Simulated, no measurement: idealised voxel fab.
process module | voxel tone inversion
cross-section cut | 275 nm wide | cells 5 nm
A cross-section is a grid of square cells, given in bands from the top down. A band is one or more rows of cells.
Each band's line starts with the height of the band's top and of its bottom, in nm. Then come its materials from left to right, each with its width in nm. One material with "throughout" fills the band from edge to edge. "air" is empty space.
Height 0 is the level under which the wafer as received is all one material. The lowest band goes on downwards, as in "0 down".
A width such as "30 to 40" changes by the same amount from each row of cells to the next, from the band's top row to its bottom row.
"no change" after a step means that no cell of the cross-section changed.
closed voids: empty space of 8 cells or more with no open way to the top, each as width x height at its distance from the left edge, in nm
after a step's settings: what the simulator itself notes on the step
overlay nm, on a step with a mask: how far to the right of its planned place the mask lay; to the left if negative
plan
1 op RECEIVE | material Si
2 op CONFORMAL_DEP | material SiCN | thk nm 5
3 op DIRECTIONAL_DEP | material aC | thk nm 25
4 op PATTERN | tone cover | mask id POSTS | material resist | width nm 15 | pitch nm 35 | thk nm 35 | overlay nm 0
5 op DIRECTIONAL_ETCH | etch materials aC | depth nm 25
6 op STRIP | etch materials resist
7 op FILL_DEP | material lowk | thk nm 10
8 op CMP | height nm 20
9 op STRIP | etch materials aC
varied across the wafers: height nm of step 8. The plan shows the first wafer's value. All wafers start alike
first wafer as received, after step 1
  0 down: Si throughout
  closed voids: none
first wafer at the end, after step 9
  20 to 5: lowk 75 | air 15 | lowk 20 | air 15 | lowk 20 | air 15 | lowk 20 | air 15 | lowk 80
  5 to 0: SiCN throughout
  0 down: Si throughout
  closed voids: none
last wafer at the end
  40 to 30: lowk throughout
  30 to 5: lowk 75 | aC 15 | lowk 20 | aC 15 | lowk 20 | aC 15 | lowk 20 | aC 15 | lowk 80
  5 to 0: SiCN throughout
  0 down: Si throughout
  closed voids: none
each wafer at the end: cells of each material gained (+) or lost (-) since it was received, then its closed voids
height nm 20 | +55 SiCN | +129 lowk | closed voids: none
height nm 25 | +55 SiCN | +172 lowk | closed voids: none
height nm 30 | +55 SiCN | +215 lowk | closed voids: none
height nm 35 | +55 SiCN | +60 aC | +270 lowk | closed voids: none
height nm 40 | +55 SiCN | +60 aC | +325 lowk | closed voids: none
